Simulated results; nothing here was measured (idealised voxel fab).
A process module follows: voxel transistor to metal.
Square cell edge 5 nm, section width 290 nm, ID cut.
Cross-section = grid of square cells, listed top down in bands; band = one or more rows. Within each band entry, the heights of the top and of the bottom of the band appear first, in that order and in nm; the materials of the band then follow from left to right, each with its corresponding width in nm. The designation "throughout" on a single material indicates that it fills the band from edge to edge; the designation "empty" indicates empty space. Counting heights begins at 0, where everything beneath is, in the wafer as received, one material. The lowest band has no bottom; it goes on downwards, as "top 0, no bottom" shows. A width such as "30 to 40" changes by the same amount from each row of cells to the next, from the band's top row to its bottom row. Given "no modifications" for a step, no cell of the cross-section differs between before and after that step. This entry, "Cavities, sealed", enumerates those empty regions of no fewer than 8 cells that possess no open connection to the top. Each region is reported in the form width x height at distance, the distance being taken from the left edge, with all three quantities expressed in nm. Where a step's line continues beyond its settings, the continuation is a remark by the simulator itself on that step. overlay nm: how far to the right of its planned place the mask lay on this masked step (negative: to the left).
Process steps (planned):
step 1: RECEIVE with material Si
step 2: OXIDIZE with depth nm 5
step 3: CONFORMAL_DEP with material SiN, thk nm 10
step 4: PATTERN with tone cover, mask id ACTIVE, material resist, width nm 95, pitch nm 115, thk nm 20, overlay nm 0
step 5: DIRECTIONAL_ETCH with etch materials SiN, depth nm 10
step 6: DIRECTIONAL_ETCH with etch materials SiO2, depth nm 5
step 7: DIRECTIONAL_ETCH with etch materials Si, depth nm 35
step 8: STRIP with etch materials resist
step 9: FILL_DEP with material SiO2, thk nm 10
step 10: CMP with height nm 10
step 11: SELECTIVE_ETCH with etch materials SiO2, depth nm 10
step 12: STRIP with etch materials SiN
step 13: SELECTIVE_ETCH with etch materials SiO2, depth nm 5
step 14: OXIDIZE with depth nm 5
step 15: DIRECTIONAL_DEP with material polySi, thk nm 30
step 16: DIRECTIONAL_DEP with material SiCN, thk nm 10
step 17: DIRECTIONAL_DEP with material aC, thk nm 15
step 18: PATTERN with tone cover, mask id GATE, material resist, width nm 15, pitch nm 115, thk nm 35, overlay nm 0
step 19: DIRECTIONAL_ETCH with etch materials aC, depth nm 15
step 20: STRIP with etch materials resist
step 21: DIRECTIONAL_ETCH with etch materials SiCN, depth nm 20
step 22: DIRECTIONAL_ETCH with etch materials polySi, depth nm 40
step 23: STRIP with etch materials aC
step 24: CONFORMAL_DEP with material SiO2, thk nm 5
step 25: DIRECTIONAL_ETCH with etch materials SiO2, depth nm 5
step 26: CONFORMAL_DEP with material SiN, thk nm 10
step 27: DIRECTIONAL_ETCH with etch materials SiN, depth nm 10
step 28: DIRECTIONAL_ETCH with etch materials SiO2, depth nm 5
step 29: DIRECTIONAL_ETCH with etch materials Si, depth nm 15
step 30: EPI with material nSi, thk nm 20
step 31: FILL_DEP with material SiO2, thk nm 10
step 32: CMP with height nm 25
step 33: STRIP with etch materials polySi
step 34: SELECTIVE_ETCH with etch materials SiO2, depth nm 5
step 35: CONFORMAL_DEP with material HfO2, thk nm 5
step 36: CONFORMAL_DEP with material TiN, thk nm 5
step 37: FILL_DEP with material W, thk nm 5
step 38: CMP with height nm 20
step 39: DIRECTIONAL_DEP with material SiO2, thk nm 10
step 40: PATTERN with tone open, mask id CONTACT, material resist, width nm 15, thk nm 15, overlay nm 0
step 41: DIRECTIONAL_ETCH with etch materials SiO2, depth nm 20
step 42: STRIP with etch materials resist
step 43: CONFORMAL_DEP with material TiN, thk nm 5
step 44: FILL_DEP with material W, thk nm 5
step 45: CMP with height nm 30
step 46: CONFORMAL_DEP with material SiN, thk nm 5
step 47: DIRECTIONAL_DEP with material lowk, thk nm 20
step 48: MASKED_ETCH with tone open, mask id METAL_1, width nm 15, etch materials lowk, depth nm 20, overlay nm 0
step 49: MASKED_ETCH with tone open, mask id METAL_1, width nm 15, etch materials SiN, depth nm 5, overlay nm 0
step 50: CONFORMAL_DEP with material TiN, thk nm 5
step 51: FILL_DEP with material Ru, thk nm 10
step 52: CMP with height nm 55
step 53: CONFORMAL_DEP with material SiCN, thk nm 5
step 54: DIRECTIONAL_DEP with material lowk, thk nm 25
step 55: PATTERN with tone open, mask id METAL_2, material resist, width nm 15, pitch nm 115, thk nm 15, overlay nm 0
step 56: DIRECTIONAL_ETCH with etch materials lowk, depth nm 15
step 57: STRIP with etch materials resist
step 58: DIRECTIONAL_DEP with material aC, thk nm 15
step 59: PATTERN with tone open, mask id METAL_2_HOLES, material resist, width nm 15, pitch nm 115, thk nm 30, overlay nm 0
step 60: DIRECTIONAL_ETCH with etch materials aC, depth nm 15
step 61: STRIP with etch materials resist
step 62: DIRECTIONAL_ETCH with etch materials lowk, depth nm 10
step 63: DIRECTIONAL_ETCH with etch materials SiCN, depth nm 5
step 64: STRIP with etch materials aC
step 65: CONFORMAL_DEP with material TiN, thk nm 5
step 66: FILL_DEP with material Ru, thk nm 5
step 67: CMP with height nm 85
step 68: CONFORMAL_DEP with material SiCN, thk nm 5
Among the wafers covered here, the point of difference is the width nm at step 18; their starting state is shared, and the plan presents the value of the first wafer.
First wafer as received, after step 1:
- top 0, no bottom = Si throughout
- Cavities, sealed: none
Here's the first of several wafers in cross-section, end of the module, after the last step, step 68:
- top 90, bottom 85 = SiCN throughout
- top 85, bottom 60 = lowk 45, then TiN 5, then Ru 5, then TiN 5, then lowk 100, then TiN 5, then Ru 5, then TiN 5, then lowk 115
- top 60, bottom 55 = SiCN 45, then TiN 15, then SiCN 100, then TiN 15, then SiCN 115
- top 55, bottom 35 = lowk 45, then TiN 5, then Ru 5, then TiN 5, then lowk 55, then TiN 5, then Ru 5, then TiN 5, then lowk 30, then TiN 5, then Ru 5, then TiN 5, then lowk 55, then TiN 5, then Ru 5, then TiN 5, then lowk 45
- top 35, bottom 30 = SiN 45, then TiN 15, then SiN 55, then TiN 15, then SiN 30, then TiN 15, then SiN 55, then TiN 15, then SiN 45
- top 30, bottom 20 = SiO2 45, then TiN 5, then W 5, then TiN 5, then SiO2 55, then TiN 5, then W 5, then TiN 5, then SiO2 30, then TiN 5, then W 5, then TiN 5, then SiO2 55, then TiN 5, then W 5, then TiN 5, then SiO2 45
- top 20, bottom 15 = SiO2 45, then TiN 5, then W 5, then TiN 5, then SiO2 5, then SiN 10, then HfO2 5, then TiN 5, then W 5, then TiN 5, then HfO2 5, then SiN 10, then SiO2 5, then TiN 5, then W 5, then TiN 5, then SiO2 30, then TiN 5, then W 5, then TiN 5, then SiO2 5, then SiN 10, then HfO2 5, then TiN 5, then W 5, then TiN 5, then HfO2 5, then SiN 10, then SiO2 5, then TiN 5, then W 5, then TiN 5, then SiO2 45
- top 15, bottom 10 = SiO2 45, then TiN 15, then SiO2 5, then SiN 10, then HfO2 5, then TiN 5, then W 5, then TiN 5, then HfO2 5, then SiN 10, then SiO2 5, then TiN 15, then SiO2 30, then TiN 15, then SiO2 5, then SiN 10, then HfO2 5, then TiN 5, then W 5, then TiN 5, then HfO2 5, then SiN 10, then SiO2 5, then TiN 15, then SiO2 45
- top 10, bottom 0 = SiO2 45, then nSi 20, then SiN 10, then HfO2 5, then TiN 5, then W 5, then TiN 5, then HfO2 5, then SiN 10, then nSi 20, then SiO2 30, then nSi 20, then SiN 10, then HfO2 5, then TiN 5, then W 5, then TiN 5, then HfO2 5, then SiN 10, then nSi 20, then SiO2 45
- top 0, bottom -5 = SiO2 45, then nSi 20, then SiN 10, then HfO2 5, then TiN 15, then HfO2 5, then SiN 10, then nSi 20, then SiO2 30, then nSi 20, then SiN 10, then HfO2 5, then TiN 15, then HfO2 5, then SiN 10, then nSi 20, then SiO2 45
- top -5, bottom -10 = SiO2 35, then nSi 30, then SiO2 10, then HfO2 25, then SiO2 10, then nSi 30, then SiO2 10, then nSi 30, then SiO2 10, then HfO2 25, then SiO2 10, then nSi 30, then SiO2 35
- top -10, bottom -25 = SiO2 40, then nSi 25, then Si 45, then nSi 25, then SiO2 20, then nSi 25, then Si 45, then nSi 25, then SiO2 40
- top -25, bottom -40 = SiO2 40, then Si 95, then SiO2 20, then Si 95, then SiO2 40
- top -40, no bottom = Si throughout
- Cavities, sealed: none
Wafer cross-section (last wafer, module end):
- top 90, bottom 85 = SiCN throughout
- top 85, bottom 60 = lowk 45, then TiN 5, then Ru 5, then TiN 5, then lowk 100, then TiN 5, then Ru 5, then TiN 5, then lowk 115
- top 60, bottom 55 = SiCN 45, then TiN 15, then SiCN 100, then TiN 15, then SiCN 115
- top 55, bottom 35 = lowk 45, then TiN 5, then Ru 5, then TiN 5, then lowk 55, then TiN 5, then Ru 5, then TiN 5, then lowk 30, then TiN 5, then Ru 5, then TiN 5, then lowk 55, then TiN 5, then Ru 5, then TiN 5, then lowk 45
- top 35, bottom 30 = SiN 45, then TiN 15, then SiN 55, then TiN 15, then SiN 30, then TiN 15, then SiN 55, then TiN 15, then SiN 45
- top 30, bottom 25 = SiO2 45, then TiN 5, then W 5, then TiN 5, then SiO2 55, then TiN 5, then W 5, then TiN 5, then SiO2 30, then TiN 5, then W 5, then TiN 5, then SiO2 55, then TiN 5, then W 5, then TiN 5, then SiO2 45
- top 25, bottom 20 = SiO2 45, then TiN 15, then SiO2 55, then TiN 15, then SiO2 30, then TiN 15, then SiO2 55, then TiN 15, then SiO2 45
- top 20, bottom 10 = SiO2 45, then TiN 10, then SiN 10, then HfO2 5, then TiN 5, then W 30, then TiN 5, then HfO2 5, then SiN 10, then TiN 5, then SiO2 30, then TiN 10, then SiN 10, then HfO2 5, then TiN 5, then W 30, then TiN 5, then HfO2 5, then SiN 10, then TiN 5, then SiO2 45
- top 10, bottom 0 = SiO2 35, then nSi 20, then SiN 10, then HfO2 5, then TiN 5, then W 30, then TiN 5, then HfO2 5, then SiN 10, then nSi 20, then SiO2 5, then nSi 20, then SiN 10, then HfO2 5, then TiN 5, then W 30, then TiN 5, then HfO2 5, then SiN 10, then nSi 20, then SiO2 30
- top 0, bottom -5 = SiO2 35, then nSi 20, then SiN 10, then HfO2 5, then TiN 40, then HfO2 5, then SiN 10, then nSi 20, then SiO2 5, then nSi 20, then SiN 10, then HfO2 5, then TiN 40, then HfO2 5, then SiN 10, then nSi 20, then SiO2 30
- top -5, bottom -10 = SiO2 35, then nSi 20, then SiO2 10, then HfO2 50, then SiO2 10, then nSi 20, then SiO2 5, then nSi 20, then SiO2 10, then HfO2 50, then SiO2 10, then nSi 20, then SiO2 30
- top -10, bottom -25 = SiO2 40, then nSi 15, then Si 70, then nSi 10, then SiO2 20, then nSi 15, then Si 70, then nSi 10, then SiO2 40
- top -25, bottom -40 = SiO2 40, then Si 95, then SiO2 20, then Si 95, then SiO2 40
- top -40, no bottom = Si throughout
- Cavities, sealed: none
Quick key for the table: a row per wafer, taken at the end of the module. For each material it tells you how many cells the wafer gained (+) or lost (-) since it came in, and the closed voids come after:
width nm 15, +30 HfO2, +26 Ru, -296 Si, +110 SiCN, +86 SiN, +364 SiO2, +128 TiN, +20 W, +444 lowk, +132 nSi, Cavities, sealed: none
width nm 20, +32 HfO2, +26 Ru, -290 Si, +110 SiCN, +86 SiN, +354 SiO2, +130 TiN, +28 W, +444 lowk, +124 nSi, Cavities, sealed: none
width nm 25, +34 HfO2, +26 Ru, -284 Si, +110 SiCN, +86 SiN, +344 SiO2, +132 TiN, +36 W, +444 lowk, +116 nSi, Cavities, sealed: none
width nm 30, +36 HfO2, +26 Ru, -278 Si, +110 SiCN, +86 SiN, +338 SiO2, +134 TiN, +40 W, +444 lowk, +108 nSi, Cavities, sealed: none
width nm 35, +38 HfO2, +26 Ru, -272 Si, +110 SiCN, +86 SiN, +332 SiO2, +136 TiN, +44 W, +444 lowk, +100 nSi, Cavities, sealed: none
width nm 40, +40 HfO2, +26 Ru, -266 Si, +110 SiCN, +86 SiN, +324 SiO2, +134 TiN, +52 W, +444 lowk, +94 nSi, Cavities, sealed: none
